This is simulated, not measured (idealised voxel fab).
Name of the process module below: voxel transistor to metal
It is cross-section cut that appears here, measuring 285 nm in width, its square cells being 5 nm in size.
Each cross-section below is a grid of square cells, stated as bands in top-down order, with one or more rows of cells making up each band.
It is stipulated that each band's entry specify, in nanometres, the height of the top of the band and then that of its bottom, followed by the materials of the band in left-to-right sequence, each together with its width in nanometres. A single material marked by the word "edge to edge" is understood to fill the band from edge to edge; the word "blank" is understood to denote empty space.
Below 0: as-received wafer, all one material; heights counted from there. Lowest band: no bottom, goes on down, written "0 -> down".
Think of "30->40" as a width that walks from the first number to the second as you go down the band, top row to bottom row, taking equal-sized steps from row to row.
The cross-section has no changed cell in any step marked "nothing different".
"Closed internal cavities" - sealed voids, min. 8 cells, no opening to top; format: width x height at distance (distance from left edge; nm throughout).
Text after the settings on a step's line: the simulator's own remark on that step.
Among the settings permitted on a step's line is "overlay nm"; applied to a step with a mask, it specifies the extent to which the mask lay to the right of its planned position, whereas a negative figure signifies a position to the left.
The steps planned for the process are as follows
1) RECEIVE (material Si)
2) CONFORMAL_DEP (material SiO2; thk nm 5)
3) CONFORMAL_DEP (material SiN; thk nm 10)
4) DIRECTIONAL_DEP (material aC; thk nm 10)
5) PATTERN (tone cover; mask id ACTIVE; material resist; width nm 90; pitch nm 115; thk nm 25; overlay nm 0)
6) DIRECTIONAL_ETCH (etch materials aC; depth nm 10)
7) STRIP (etch materials resist)
8) DIRECTIONAL_ETCH (etch materials SiN; depth nm 10)
9) DIRECTIONAL_ETCH (etch materials SiO2; depth nm 5)
10) DIRECTIONAL_ETCH (etch materials Si; depth nm 25)
11) STRIP (etch materials aC)
12) FILL_DEP (material SiO2; thk nm 10)
13) CMP (height nm 15)
14) SELECTIVE_ETCH (etch materials SiO2; depth nm 10)
15) STRIP (etch materials SiN)
16) SELECTIVE_ETCH (etch materials SiO2; depth nm 5)
17) OXIDIZE (depth nm 5)
18) DIRECTIONAL_DEP (material polySi; thk nm 30)
19) DIRECTIONAL_DEP (material SiCN; thk nm 15)
20) PATTERN (tone cover; mask id GATE; material resist; width nm 20; pitch nm 115; thk nm 20; overlay nm 0)
21) DIRECTIONAL_ETCH (etch materials SiCN; depth nm 25)
22) DIRECTIONAL_ETCH (etch materials polySi; depth nm 40)
23) STRIP (etch materials resist)
24) CONFORMAL_DEP (material SiO2; thk nm 5)
25) DIRECTIONAL_ETCH (etch materials SiO2; depth nm 5)
26) CONFORMAL_DEP (material SiN; thk nm 5)
27) DIRECTIONAL_ETCH (etch materials SiN; depth nm 5)
28) DIRECTIONAL_ETCH (etch materials SiO2; depth nm 5)
29) DIRECTIONAL_ETCH (etch materials Si; depth nm 10)
30) EPI (material SiGe; thk nm 15)
31) FILL_DEP (material SiO2; thk nm 5)
32) CMP (height nm 45)
33) DIRECTIONAL_DEP (material SiO2; thk nm 15)
34) PATTERN (tone open; mask id CONTACT; material resist; width nm 15; thk nm 20; overlay nm 0)
35) DIRECTIONAL_ETCH (etch materials SiO2; depth nm 60)
36) STRIP (etch materials resist)
37) CONFORMAL_DEP (material TiN; thk nm 5)
38) FILL_DEP (material Ru; thk nm 10)
39) CMP (height nm 60)
40) CONFORMAL_DEP (material SiCN; thk nm 5)
41) DIRECTIONAL_DEP (material lowk; thk nm 15)
42) PATTERN (tone open; mask id METAL_1; material resist; width nm 15; thk nm 15; overlay nm 0)
43) DIRECTIONAL_ETCH (etch materials lowk; depth nm 15)
44) DIRECTIONAL_ETCH (etch materials SiCN; depth nm 5)
45) STRIP (etch materials resist)
46) CONFORMAL_DEP (material TiN; thk nm 5)
47) FILL_DEP (material W; thk nm 5)
48) CMP (height nm 80)
49) CONFORMAL_DEP (material SiCN; thk nm 5)
50) DIRECTIONAL_DEP (material lowk; thk nm 30)
51) DIRECTIONAL_DEP (material aC; thk nm 15)
52) PATTERN (tone open; mask id METAL_2; material resist; width nm 15; pitch nm 115; thk nm 30; overlay nm 0)
53) DIRECTIONAL_ETCH (etch materials aC; depth nm 15)
54) STRIP (etch materials resist)
55) DIRECTIONAL_ETCH (etch materials lowk; depth nm 20)
56) STRIP (etch materials aC)
57) PATTERN (tone open; mask id METAL_2_HOLES; material resist; width nm 15; pitch nm 115; thk nm 20; overlay nm 0)
58) DIRECTIONAL_ETCH (etch materials lowk; depth nm 10)
59) DIRECTIONAL_ETCH (etch materials SiCN; depth nm 5)
60) STRIP (etch materials resist)
61) CONFORMAL_DEP (material TiN; thk nm 5)
62) FILL_DEP (material Cu; thk nm 5)
63) CMP (height nm 115)
64) CONFORMAL_DEP (material SiN; thk nm 5)
varied across the wafers: depth nm of step 16. The plan shows the first wafer's value. All wafers start alike
As-received cross-section, first of several wafers, post step 1
> 0 -> down: Si edge to edge
> Closed internal cavities: none
Cross-section, first of several wafers, end of module, after last step 64
> 120 -> 115: SiN edge to edge
> 115 -> 85: 45 nm lowk | 5 nm TiN | 5 nm Cu | 5 nm TiN | 100 nm lowk | 5 nm TiN | 5 nm Cu | 5 nm TiN | 110 nm lowk
> 85 -> 80: 45 nm SiCN | 15 nm TiN | 100 nm SiCN | 15 nm TiN | 110 nm SiCN
> 80 -> 65: 45 nm lowk | 5 nm TiN | 5 nm W | 5 nm TiN | 50 nm lowk | 5 nm TiN | 5 nm W | 5 nm TiN | 35 nm lowk | 5 nm TiN | 5 nm W | 5 nm TiN | 50 nm lowk | 5 nm TiN | 5 nm W | 5 nm TiN | 45 nm lowk
> 65 -> 60: 45 nm SiCN | 15 nm TiN | 50 nm SiCN | 15 nm TiN | 35 nm SiCN | 15 nm TiN | 50 nm SiCN | 15 nm TiN | 45 nm SiCN
> 60 -> 45: 45 nm SiO2 | 5 nm TiN | 5 nm Ru | 5 nm TiN | 50 nm SiO2 | 5 nm TiN | 5 nm Ru | 5 nm TiN | 35 nm SiO2 | 5 nm TiN | 5 nm Ru | 5 nm TiN | 50 nm SiO2 | 5 nm TiN | 5 nm Ru | 5 nm TiN | 45 nm SiO2
> 45 -> 30: 45 nm SiO2 | 5 nm TiN | 5 nm Ru | 5 nm TiN | 5 nm SiO2 | 5 nm SiN | 5 nm SiO2 | 20 nm SiCN | 5 nm SiO2 | 5 nm SiN | 5 nm SiO2 | 5 nm TiN | 5 nm Ru | 5 nm TiN | 35 nm SiO2 | 5 nm TiN | 5 nm Ru | 5 nm TiN | 5 nm SiO2 | 5 nm SiN | 5 nm SiO2 | 20 nm SiCN | 5 nm SiO2 | 5 nm SiN | 5 nm SiO2 | 5 nm TiN | 5 nm Ru | 5 nm TiN | 45 nm SiO2
> 30 -> 15: 45 nm SiO2 | 5 nm TiN | 5 nm Ru | 5 nm TiN | 5 nm SiO2 | 5 nm SiN | 5 nm SiO2 | 20 nm polySi | 5 nm SiO2 | 5 nm SiN | 5 nm SiO2 | 5 nm TiN | 5 nm Ru | 5 nm TiN | 35 nm SiO2 | 5 nm TiN | 5 nm Ru | 5 nm TiN | 5 nm SiO2 | 5 nm SiN | 5 nm SiO2 | 20 nm polySi | 5 nm SiO2 | 5 nm SiN | 5 nm SiO2 | 5 nm TiN | 5 nm Ru | 5 nm TiN | 45 nm SiO2
> 15 -> 10: 45 nm SiO2 | 15 nm TiN | 5 nm SiO2 | 5 nm SiN | 5 nm SiO2 | 20 nm polySi | 5 nm SiO2 | 5 nm SiN | 5 nm SiO2 | 15 nm TiN | 35 nm SiO2 | 15 nm TiN | 5 nm SiO2 | 5 nm SiN | 5 nm SiO2 | 20 nm polySi | 5 nm SiO2 | 5 nm SiN | 5 nm SiO2 | 15 nm TiN | 45 nm SiO2
> 10 -> 0: 45 nm SiO2 | 5 nm TiN | 15 nm SiGe | 5 nm SiN | 5 nm SiO2 | 20 nm polySi | 5 nm SiO2 | 5 nm SiN | 15 nm SiGe | 5 nm TiN | 35 nm SiO2 | 5 nm TiN | 15 nm SiGe | 5 nm SiN | 5 nm SiO2 | 20 nm polySi | 5 nm SiO2 | 5 nm SiN | 15 nm SiGe | 5 nm TiN | 45 nm SiO2
> 0 -> -5: 35 nm SiO2 | 30 nm SiGe | 40 nm SiO2 | 30 nm SiGe | 15 nm SiO2 | 30 nm SiGe | 40 nm SiO2 | 30 nm SiGe | 35 nm SiO2
> -5 -> -15: 40 nm SiO2 | 25 nm SiGe | 40 nm Si | 25 nm SiGe | 25 nm SiO2 | 25 nm SiGe | 40 nm Si | 25 nm SiGe | 40 nm SiO2
> -15 -> -25: 40 nm SiO2 | 90 nm Si | 25 nm SiO2 | 90 nm Si | 40 nm SiO2
> -25 -> down: Si edge to edge
> Closed internal cavities: none
Cross-section of the final wafer among several, taken at the end of the module
> 120 -> 115: SiN edge to edge
> 115 -> 85: 45 nm lowk | 5 nm TiN | 5 nm Cu | 5 nm TiN | 100 nm lowk | 5 nm TiN | 5 nm Cu | 5 nm TiN | 110 nm lowk
> 85 -> 80: 45 nm SiCN | 15 nm TiN | 100 nm SiCN | 15 nm TiN | 110 nm SiCN
> 80 -> 65: 45 nm lowk | 5 nm TiN | 5 nm W | 5 nm TiN | 50 nm lowk | 5 nm TiN | 5 nm W | 5 nm TiN | 35 nm lowk | 5 nm TiN | 5 nm W | 5 nm TiN | 50 nm lowk | 5 nm TiN | 5 nm W | 5 nm TiN | 45 nm lowk
> 65 -> 60: 45 nm SiCN | 15 nm TiN | 50 nm SiCN | 15 nm TiN | 35 nm SiCN | 15 nm TiN | 50 nm SiCN | 15 nm TiN | 45 nm SiCN
> 60 -> 45: 45 nm SiO2 | 5 nm TiN | 5 nm Ru | 5 nm TiN | 50 nm SiO2 | 5 nm TiN | 5 nm Ru | 5 nm TiN | 35 nm SiO2 | 5 nm TiN | 5 nm Ru | 5 nm TiN | 50 nm SiO2 | 5 nm TiN | 5 nm Ru | 5 nm TiN | 45 nm SiO2
> 45 -> 30: 45 nm SiO2 | 5 nm TiN | 5 nm Ru | 5 nm TiN | 5 nm SiO2 | 5 nm SiN | 5 nm SiO2 | 20 nm SiCN | 5 nm SiO2 | 5 nm SiN | 5 nm SiO2 | 5 nm TiN | 5 nm Ru | 5 nm TiN | 35 nm SiO2 | 5 nm TiN | 5 nm Ru | 5 nm TiN | 5 nm SiO2 | 5 nm SiN | 5 nm SiO2 | 20 nm SiCN | 5 nm SiO2 | 5 nm SiN | 5 nm SiO2 | 5 nm TiN | 5 nm Ru | 5 nm TiN | 45 nm SiO2
> 30 -> 15: 45 nm SiO2 | 5 nm TiN | 5 nm Ru | 5 nm TiN | 5 nm SiO2 | 5 nm SiN | 5 nm SiO2 | 20 nm polySi | 5 nm SiO2 | 5 nm SiN | 5 nm SiO2 | 5 nm TiN | 5 nm Ru | 5 nm TiN | 35 nm SiO2 | 5 nm TiN | 5 nm Ru | 5 nm TiN | 5 nm SiO2 | 5 nm SiN | 5 nm SiO2 | 20 nm polySi | 5 nm SiO2 | 5 nm SiN | 5 nm SiO2 | 5 nm TiN | 5 nm Ru | 5 nm TiN | 45 nm SiO2
> 15 -> 10: 45 nm SiO2 | 15 nm TiN | 5 nm SiO2 | 5 nm SiN | 5 nm SiO2 | 20 nm polySi | 5 nm SiO2 | 5 nm SiN | 5 nm SiO2 | 15 nm TiN | 35 nm SiO2 | 15 nm TiN | 5 nm SiO2 | 5 nm SiN | 5 nm SiO2 | 20 nm polySi | 5 nm SiO2 | 5 nm SiN | 5 nm SiO2 | 15 nm TiN | 45 nm SiO2
> 10 -> 0: 45 nm SiO2 | 5 nm TiN | 15 nm SiGe | 5 nm SiN | 5 nm SiO2 | 20 nm polySi | 5 nm SiO2 | 5 nm SiN | 15 nm SiGe | 5 nm TiN | 35 nm SiO2 | 5 nm TiN | 15 nm SiGe | 5 nm SiN | 5 nm SiO2 | 20 nm polySi | 5 nm SiO2 | 5 nm SiN | 15 nm SiGe | 5 nm TiN | 45 nm SiO2
> 0 -> -5: 30 nm SiO2 | 5 nm SiN | 5 nm SiO2 | 25 nm SiGe | 40 nm SiO2 | 25 nm SiGe | 5 nm SiO2 | 5 nm SiN | 5 nm SiO2 | 5 nm SiN | 5 nm SiO2 | 25 nm SiGe | 40 nm SiO2 | 25 nm SiGe | 5 nm SiO2 | 5 nm SiN | 30 nm SiO2
> -5 -> -15: 30 nm SiO2 | 5 nm SiN | 10 nm SiO2 | 20 nm SiGe | 40 nm Si | 20 nm SiGe | 10 nm SiO2 | 5 nm SiN | 5 nm SiO2 | 5 nm SiN | 10 nm SiO2 | 20 nm SiGe | 40 nm Si | 20 nm SiGe | 10 nm SiO2 | 5 nm SiN | 30 nm SiO2
> -15 -> -25: 45->40 nm SiO2 | 80->90 nm Si | 35->25 nm SiO2 | 80->90 nm Si | 45->40 nm SiO2
> -25 -> down: Si edge to edge
> Closed internal cavities: none
Per wafer, end of module: cells gained (+) or lost (-) per material since receipt, then closed voids
depth nm 5, +12 Cu, +36 Ru, -181 Si, +120 SiCN, +88 SiGe, +93 SiN, +541 SiO2, +158 TiN, +12 W, +441 lowk, +48 polySi, Closed internal cavities: none
depth nm 10, +12 Cu, +36 Ru, -177 Si, +120 SiCN, +92 SiGe, +97 SiN, +533 SiO2, +154 TiN, +12 W, +441 lowk, +48 polySi, Closed internal cavities: none
depth nm 15, +12 Cu, +36 Ru, -181 Si, +120 SiCN, +76 SiGe, +101 SiN, +545 SiO2, +158 TiN, +12 W, +441 lowk, +48 polySi, Closed internal cavities: none
depth nm 20, +12 Cu, +36 Ru, -185 Si, +120 SiCN, +76 SiGe, +105 SiN, +545 SiO2, +158 TiN, +12 W, +441 lowk, +48 polySi, Closed internal cavities: none
